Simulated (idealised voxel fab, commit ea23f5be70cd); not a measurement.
Process module, titled voxel capacitor over wiring
cross-section cut | 245 nm wide | cells 5 nm
In what follows, cross-sections appear as grids of square cells, described through bands that run from the top down, where every band is one or more rows of cells. Within each band entry, the heights of the top and of the bottom of the band appear first, in that order and in nm; the materials of the band then follow from left to right, each with its corresponding width in nm. The designation "all across" on a single material indicates that it fills the band from edge to edge; the designation "air" indicates empty space. Heights are reckoned from 0. Under this level, the received wafer is all of one material. The bottommost band is open-ended downward, for example "top 0, no bottom". Width spec "30..40" -> top row of cells at first value, bottom row at second value, equal per-row change in between. "left unchanged" for a step: no cell of the cross-section changed in that step. "Enclosed cavity list": empty spaces of 8 cells or more with no open way to the top, each given as width x height at distance, distance from the left edge, all in nm. If you see something after the settings on a step's line, that's the simulator's own remark about that step. For masked steps, "overlay nm" on the step line gives how far right of plan the mask actually lay; a minus sign means it lay to the left.
**The planned process steps are enumerated hereunder**
1: RECEIVE,material Si
2: CONFORMAL_DEP,material SiO2,thk nm 15
3: DIRECTIONAL_DEP,material TiN,thk nm 5
4: DIRECTIONAL_DEP,material W,thk nm 20
5: DIRECTIONAL_DEP,material aC,thk nm 15
6: PATTERN,tone cover,mask id METAL_1,material resist,width nm 30,pitch nm 90,thk nm 35,overlay nm 0
7: DIRECTIONAL_ETCH,etch materials aC,depth nm 15
8: STRIP,etch materials resist
9: DIRECTIONAL_ETCH,etch materials W,depth nm 20
10: DIRECTIONAL_ETCH,etch materials TiN,depth nm 5
11: STRIP,etch materials aC
12: FILL_DEP,material lowk,thk nm 5
13: CMP,height nm 40
14: CONFORMAL_DEP,material SiCN,thk nm 5
15: DIRECTIONAL_DEP,material lowk,thk nm 10
16: DIRECTIONAL_DEP,material aC,thk nm 10
17: PATTERN,tone open,mask id PLUG_1,material resist,width nm 15,thk nm 25,overlay nm 0
18: DIRECTIONAL_ETCH,etch materials aC,depth nm 10
19: STRIP,etch materials resist
20: DIRECTIONAL_ETCH,etch materials lowk,depth nm 10
21: DIRECTIONAL_ETCH,etch materials SiCN,depth nm 5
22: STRIP,etch materials aC
23: EPI,material Ru,thk nm 10
24: EPI,material Ru,thk nm 5
25: DIRECTIONAL_DEP,material TiN,thk nm 5
26: DIRECTIONAL_DEP,material Al2O3,thk nm 5
27: DIRECTIONAL_DEP,material TiN,thk nm 5
28: PATTERN,tone cover,mask id UPPER_PLATE,material resist,width nm 65,thk nm 15,overlay nm 0
29: DIRECTIONAL_ETCH,etch materials TiN,depth nm 5
30: DIRECTIONAL_ETCH,etch materials Al2O3,depth nm 5
31: STRIP,etch materials resist
32: DIRECTIONAL_DEP,material aC,thk nm 10
33: PATTERN,tone cover,mask id LOWER_PLATE,material resist,width nm 75,thk nm 30,overlay nm 0
34: DIRECTIONAL_ETCH,etch materials aC,depth nm 10
35: STRIP,etch materials resist
36: DIRECTIONAL_ETCH,etch materials TiN,depth nm 5
37: STRIP,etch materials aC
38: FILL_DEP,material SiO2,thk nm 15
39: CMP,height nm 80
40: PATTERN,tone open,mask id PLUG_2,material resist,width nm 15,thk nm 15,overlay nm 0
41: DIRECTIONAL_ETCH,etch materials SiO2,depth nm 10
42: STRIP,etch materials resist
43: CONFORMAL_DEP,material TiN,thk nm 5
44: FILL_DEP,material Cu,thk nm 10
45: CMP,height nm 80
46: CONFORMAL_DEP,material SiN,thk nm 5
**As-received wafer cross-section (after step 1)**
    top 0, no bottom = Si all across
    Enclosed cavity list: none
**The first of two wafers, cross-sectioned at the end of the module, with the run proceeding as planned**
    top 85, bottom 80 = SiN all across
    top 80, bottom 75 = 85 SiO2, 5 TiN, 5 Cu, 5 TiN, 145 SiO2
    top 75, bottom 65 = 85..75 SiO2, 15..65 TiN, 145..105 SiO2
    top 65, bottom 60 = 75 SiO2, 65 Al2O3, 105 SiO2
    top 60, bottom 55 = 70 SiO2, 75 TiN, 100 SiO2
    top 55, bottom 45 = 75 lowk, 15 Ru, 155 lowk
    top 45, bottom 40 = 75 SiCN, 15 Ru, 155 SiCN
    top 40, bottom 20 = 60 lowk, 30 W, 60 lowk, 30 W, 65 lowk
    top 20, bottom 15 = 60 lowk, 30 TiN, 60 lowk, 30 TiN, 65 lowk
    top 15, bottom 0 = SiO2 all across
    top 0, no bottom = Si all across
    Enclosed cavity list: none
**Second wafer cross-section at end of module - shared start and plan with the first, one mistake in the run**
    top 85, bottom 80 = SiN all across
    top 80, bottom 75 = 85 SiO2, 5 TiN, 5 Cu, 5 TiN, 145 SiO2
    top 75, bottom 65 = 85..75 SiO2, 15..65 TiN, 145..105 SiO2
    top 65, bottom 60 = 75 SiO2, 65 Al2O3, 105 SiO2
    top 60, bottom 55 = 70 SiO2, 75 TiN, 100 SiO2
    top 55, bottom 45 = 75 lowk, 15 Ru, 155 lowk
    top 45, bottom 40 = 75 SiCN, 15 Ru, 155 SiCN
    top 40, bottom 35 = 60 lowk, 30 W, 60 lowk, 30 W, 65 lowk
    top 35, bottom 30 = 60 lowk, 30 TiN, 60 lowk, 30 TiN, 65 lowk
    top 30, bottom 0 = SiO2 all across
    top 0, no bottom = Si all across
    Enclosed cavity list: none
Diagnosis: step 2, plan: ran twice
Upon completion, the second wafer contains, in terms of cells, a greater or smaller amount of certain materials than the first wafer: SiO2 +147, W -36, lowk -111
